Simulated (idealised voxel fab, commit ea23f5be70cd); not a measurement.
process module | voxel transistor to metal
cross-section cut | 285 nm wide | cells 5 nm
A cross-section is a grid of square cells, given in bands from the top down. A band is one or more rows of cells.
Each band's line starts with the height of the band's top and of its bottom, in nm. Then come its materials from left to right, each with its width in nm. One material with "throughout" fills the band from edge to edge. "air" is empty space.
Height 0 is the level under which the wafer as received is all one material. The lowest band goes on downwards, as in "0 down".
A width such as "30 to 40" changes by the same amount from each row of cells to the next, from the band's top row to its bottom row.
"no change" after a step means that no cell of the cross-section changed.
closed voids: empty space of 8 cells or more with no open way to the top, each as width x height at its distance from the left edge, in nm
after a step's settings: what the simulator itself notes on the step
overlay nm, on a step with a mask: how far to the right of its planned place the mask lay; to the left if negative
plan
1 op RECEIVE | material Si
2 op CONFORMAL_DEP | material SiO2 | thk nm 5
3 op CONFORMAL_DEP | material SiN | thk nm 10
4 op PATTERN | tone cover | mask id ACTIVE | material resist | width nm 115 | pitch nm 135 | thk nm 20 | overlay nm 0
5 op DIRECTIONAL_ETCH | etch materials SiN | depth nm 10
6 op DIRECTIONAL_ETCH | etch materials SiO2 | depth nm 5
7 op DIRECTIONAL_ETCH | etch materials Si | depth nm 20
8 op STRIP | etch materials resist
9 op FILL_DEP | material SiO2 | thk nm 5
10 op CMP | height nm 15
11 op SELECTIVE_ETCH | etch materials SiO2 | depth nm 10
12 op STRIP | etch materials SiN
13 op SELECTIVE_ETCH | etch materials SiO2 | depth nm 5
14 op OXIDIZE | depth nm 5
15 op DIRECTIONAL_DEP | material polySi | thk nm 30
16 op DIRECTIONAL_DEP | material SiCN | thk nm 15
17 op PATTERN | tone cover | mask id GATE | material resist | width nm 25 | pitch nm 135 | thk nm 20 | overlay nm 0
18 op DIRECTIONAL_ETCH | etch materials SiCN | depth nm 25
19 op DIRECTIONAL_ETCH | etch materials polySi | depth nm 40
20 op STRIP | etch materials resist
21 op CONFORMAL_DEP | material SiO2 | thk nm 5
22 op DIRECTIONAL_ETCH | etch materials SiO2 | depth nm 5
23 op CONFORMAL_DEP | material SiN | thk nm 5
24 op DIRECTIONAL_ETCH | etch materials SiN | depth nm 5
25 op DIRECTIONAL_ETCH | etch materials SiO2 | depth nm 5
26 op DIRECTIONAL_ETCH | etch materials Si | depth nm 10
27 op EPI | material pSi | thk nm 15
28 op FILL_DEP | material SiO2 | thk nm 5
29 op CMP | height nm 45
30 op DIRECTIONAL_DEP | material SiO2 | thk nm 10
31 op PATTERN | tone open | mask id CONTACT | material resist | width nm 15 | thk nm 15 | overlay nm 0
32 op DIRECTIONAL_ETCH | etch materials SiO2 | depth nm 55
33 op STRIP | etch materials resist
34 op CONFORMAL_DEP | material TiN | thk nm 5
35 op FILL_DEP | material W | thk nm 10
36 op CMP | height nm 55
37 op CONFORMAL_DEP | material SiCN | thk nm 5
38 op DIRECTIONAL_DEP | material SiO2 | thk nm 20
39 op DIRECTIONAL_DEP | material aC | thk nm 10
40 op PATTERN | tone open | mask id METAL_1 | material resist | width nm 15 | thk nm 30 | overlay nm 0
41 op DIRECTIONAL_ETCH | etch materials aC | depth nm 10
42 op STRIP | etch materials resist
43 op DIRECTIONAL_ETCH | etch materials SiO2 | depth nm 20
44 op DIRECTIONAL_ETCH | etch materials SiCN | depth nm 5
45 op STRIP | etch materials aC
46 op CONFORMAL_DEP | material TiN | thk nm 5
47 op FILL_DEP | material Cu | thk nm 5
48 op CMP | height nm 80
49 op CONFORMAL_DEP | material SiCN | thk nm 5
50 op DIRECTIONAL_DEP | material lowk | thk nm 35
51 op PATTERN | tone open | mask id METAL_2 | material resist | width nm 15 | pitch nm 135 | thk nm 15 | overlay nm 0
52 op DIRECTIONAL_ETCH | etch materials lowk | depth nm 20
53 op STRIP | etch materials resist
54 op MASKED_ETCH | tone open | mask id METAL_2_HOLES | width nm 15 | pitch nm 135 | etch materials lowk | depth nm 15 | overlay nm 0
55 op MASKED_ETCH | tone open | mask id METAL_2_HOLES | width nm 15 | pitch nm 135 | etch materials SiCN | depth nm 5 | overlay nm 0
56 op CONFORMAL_DEP | material TiN | thk nm 5
57 op FILL_DEP | material Ru | thk nm 5
58 op CMP | height nm 120
59 op CONFORMAL_DEP | material SiN | thk nm 5
as received, after step 1
  0 down: Si throughout
  closed voids: none
first wafer at the end, as planned
  125 to 120: SiN throughout
  120 to 85: lowk 25 | TiN 5 | Ru 5 | TiN 5 | lowk 120 | TiN 5 | Ru 5 | TiN 5 | lowk 110
  85 to 80: SiCN 25 | TiN 15 | SiCN 120 | TiN 15 | SiCN 110
  80 to 60: SiO2 25 | TiN 5 | Cu 5 | TiN 5 | SiO2 65 | TiN 5 | Cu 5 | TiN 5 | SiO2 40 | TiN 5 | Cu 5 | TiN 5 | SiO2 65 | TiN 5 | Cu 5 | TiN 5 | SiO2 30
  60 to 55: SiCN 25 | TiN 15 | SiCN 65 | TiN 15 | SiCN 40 | TiN 15 | SiCN 65 | TiN 15 | SiCN 30
  55 to 45: SiO2 25 | TiN 5 | W 5 | TiN 5 | SiO2 65 | TiN 5 | W 5 | TiN 5 | SiO2 40 | TiN 5 | W 5 | TiN 5 | SiO2 65 | TiN 5 | W 5 | TiN 5 | SiO2 30
  45 to 30: SiO2 25 | TiN 5 | W 5 | TiN 5 | SiO2 10 | SiN 5 | SiO2 5 | SiCN 25 | SiO2 5 | SiN 5 | SiO2 10 | TiN 5 | W 5 | TiN 5 | SiO2 40 | TiN 5 | W 5 | TiN 5 | SiO2 10 | SiN 5 | SiO2 5 | SiCN 25 | SiO2 5 | SiN 5 | SiO2 10 | TiN 5 | W 5 | TiN 5 | SiO2 30
  30 to 15: SiO2 25 | TiN 5 | W 5 | TiN 5 | SiO2 10 | SiN 5 | SiO2 5 | polySi 25 | SiO2 5 | SiN 5 | SiO2 10 | TiN 5 | W 5 | TiN 5 | SiO2 40 | TiN 5 | W 5 | TiN 5 | SiO2 10 | SiN 5 | SiO2 5 | polySi 25 | SiO2 5 | SiN 5 | SiO2 10 | TiN 5 | W 5 | TiN 5 | SiO2 30
  15 to 10: SiO2 25 | TiN 15 | SiO2 10 | SiN 5 | SiO2 5 | polySi 25 | SiO2 5 | SiN 5 | SiO2 10 | TiN 15 | SiO2 40 | TiN 15 | SiO2 10 | SiN 5 | SiO2 5 | polySi 25 | SiO2 5 | SiN 5 | SiO2 10 | TiN 15 | SiO2 30
  10 to 0: SiO2 25 | TiN 10 | pSi 15 | SiN 5 | SiO2 5 | polySi 25 | SiO2 5 | SiN 5 | pSi 15 | TiN 10 | SiO2 40 | TiN 10 | pSi 15 | SiN 5 | SiO2 5 | polySi 25 | SiO2 5 | SiN 5 | pSi 15 | TiN 10 | SiO2 30
  0 to -5: SiO2 10 | pSi 40 | SiO2 45 | pSi 40 | SiO2 10 | pSi 40 | SiO2 45 | pSi 40 | SiO2 15
  -5 to -15: SiO2 15 | pSi 35 | Si 45 | pSi 35 | SiO2 20 | pSi 35 | Si 45 | pSi 35 | SiO2 20
  -15 to -20: SiO2 15 | Si 115 | SiO2 20 | Si 115 | SiO2 20
  -20 down: Si throughout
  closed voids: none
second wafer at the end: like start, like plan, one mistake
  125 to 120: SiN throughout
  120 to 85: lowk 25 | TiN 5 | Ru 5 | TiN 5 | lowk 120 | TiN 5 | Ru 5 | TiN 5 | lowk 110
  85 to 80: SiCN 25 | TiN 15 | SiCN 120 | TiN 15 | SiCN 110
  80 to 60: SiO2 25 | TiN 5 | Cu 5 | TiN 5 | SiO2 65 | TiN 5 | Cu 5 | TiN 5 | SiO2 40 | TiN 5 | Cu 5 | TiN 5 | SiO2 65 | TiN 5 | Cu 5 | TiN 5 | SiO2 30
  60 to 55: SiCN 25 | TiN 15 | SiCN 65 | TiN 15 | SiCN 40 | TiN 15 | SiCN 65 | TiN 15 | SiCN 30
  55 to 45: SiO2 25 | TiN 5 | W 5 | TiN 5 | SiO2 65 | TiN 5 | W 5 | TiN 5 | SiO2 40 | TiN 5 | W 5 | TiN 5 | SiO2 65 | TiN 5 | W 5 | TiN 5 | SiO2 30
  45 to 40: SiO2 25 | TiN 5 | W 5 | TiN 5 | SiO2 10 | SiN 5 | SiO2 5 | SiCN 25 | SiO2 5 | SiN 5 | SiO2 10 | TiN 5 | W 5 | TiN 5 | SiO2 40 | TiN 5 | W 5 | TiN 5 | SiO2 10 | SiN 5 | SiO2 5 | SiCN 25 | SiO2 5 | SiN 5 | SiO2 10 | TiN 5 | W 5 | TiN 5 | SiO2 30
  40 to 35: SiO2 25 | TiN 15 | SiO2 10 | SiN 5 | SiO2 5 | SiCN 25 | SiO2 5 | SiN 5 | SiO2 10 | TiN 15 | SiO2 40 | TiN 15 | SiO2 10 | SiN 5 | SiO2 5 | SiCN 25 | SiO2 5 | SiN 5 | SiO2 10 | TiN 15 | SiO2 30
  35 to 30: SiCN throughout
  30 to 0: polySi throughout
  0 to -5: SiO2 throughout
  -5 to -20: SiO2 15 | Si 115 | SiO2 20 | Si 115 | SiO2 20
  -20 down: Si throughout
  closed voids: none
what went wrong: step 16 was run twice
at the end the second wafer has, in cells: 56 more of Si | 47 more of SiCN | 28 fewer of SiN | 169 fewer of SiO2 | 56 fewer of TiN | 20 fewer of W | 112 fewer of pSi | 282 more of polySi
